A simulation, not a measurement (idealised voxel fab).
The following process module bears the name voxel gate over fins.
It is cross-section cut that appears here, measuring 140 nm in width, its square cells being 5 nm in size.
A cross-section is a grid of square cells, given in bands from the top down. A band is one or more rows of cells. Heights first: top, then bottom, in nm. Then materials, left to right, each with a width in nm. "throughout" on a single material: fills the band edge to edge. "empty": empty space. Beneath 0, the wafer as received is one material, and that level is where height counting begins. The lowest band goes on downward without a bottom; it is written like "0 -> down". Quick explanation for "30->40": the width changes in equal steps down the rows of cells, from the first number in the band's top row to the second number in its bottom row. The designation "nothing was modified", where it is given for a processing step, indicates that no cell of the cross-section was altered in the course of that step. "Closed void catalog" lists enclosed empty spaces (at least 8 cells, no open path upward to the top), each as width x height at distance from the left edge, in nm. The remark found on a step's line after its settings is issued by the simulator itself and pertains to that step. A step line may carry the setting "overlay nm", which, for steps involving a mask, states the distance by which the mask lay to the right of its intended position; negative values denote displacement to the left.

plan
step 1: RECEIVE (material Si)
step 2: CONFORMAL_DEP (material SiN; thk nm 5)
step 3: MASKED_ETCH (tone cover; mask id FINS; width nm 15; pitch nm 45; etch materials SiN; depth nm 5; overlay nm 0)
step 4: MASKED_ETCH (tone cover; mask id FINS; width nm 15; pitch nm 45; etch materials Si; depth nm 40; overlay nm 0)
step 5: OXIDIZE (depth nm 5)
step 6: FILL_DEP (material SiO2; thk nm 5)
step 7: CMP (height nm 5)
step 8: SELECTIVE_ETCH (etch materials SiO2; depth nm 20)
step 9: STRIP (etch materials SiN)
step 10: CONFORMAL_DEP (material HfO2; thk nm 5)
step 11: CONFORMAL_DEP (material TiN; thk nm 5)
step 12: FILL_DEP (material W; thk nm 15)
step 13: CMP (height nm 20)
step 14: CONFORMAL_DEP (material SiN; thk nm 10)

Wafer cross-section on receipt, i.e. after step 1
0 -> down  Si throughout
Closed void catalog: none

The first of two wafers, cross-sectioned at the end of the module, with the run proceeding as planned
30 -> 20  SiN throughout
20 -> 10  W throughout
10 -> 5  W (10); TiN (25); W (20); TiN (25); W (20); TiN (25); W (15)
5 -> 0  W (10); TiN (5); HfO2 (15); TiN (5); W (20); TiN (5); HfO2 (15); TiN (5); W (20); TiN (5); HfO2 (15); TiN (5); W (15)
0 -> -5  W (10); TiN (5); HfO2 (5); Si (5); HfO2 (5); TiN (5); W (20); TiN (5); HfO2 (5); Si (5); HfO2 (5); TiN (5); W (20); TiN (5); HfO2 (5); Si (5); HfO2 (5); TiN (5); W (15)
-5 -> -10  TiN (15); HfO2 (5); Si (5); HfO2 (5); TiN (30); HfO2 (5); Si (5); HfO2 (5); TiN (30); HfO2 (5); Si (5); HfO2 (5); TiN (20)
-10 -> -15  HfO2 (20); Si (5); HfO2 (40); Si (5); HfO2 (40); Si (5); HfO2 (25)
-15 -> -45  SiO2 (20); Si (5); SiO2 (40); Si (5); SiO2 (40); Si (5); SiO2 (25)
-45 -> down  Si throughout
Closed void catalog: none

Wafer two (of two), end-of-module cross-section: start = wafer one, plan = wafer one, one run mistake
30 -> 20  SiN throughout
20 -> 5  W throughout
5 -> 0  W (15); TiN (15); W (30); TiN (15); W (30); TiN (15); W (20)
0 -> -10  W (15); TiN (5); Si (5); TiN (5); W (30); TiN (5); Si (5); TiN (5); W (30); TiN (5); Si (5); TiN (5); W (20)
-10 -> -15  TiN (20); Si (5); TiN (40); Si (5); TiN (40); Si (5); TiN (25)
-15 -> -45  SiO2 (20); Si (5); SiO2 (40); Si (5); SiO2 (40); Si (5); SiO2 (25)
-45 -> down  Si throughout
Closed void catalog: none
So what did we get wrong on this run? skipped: plan step 10 (never run)
FYI, end of process, the second wafer has more or fewer cells of some materials than the first: -46 HfO2, +46 W
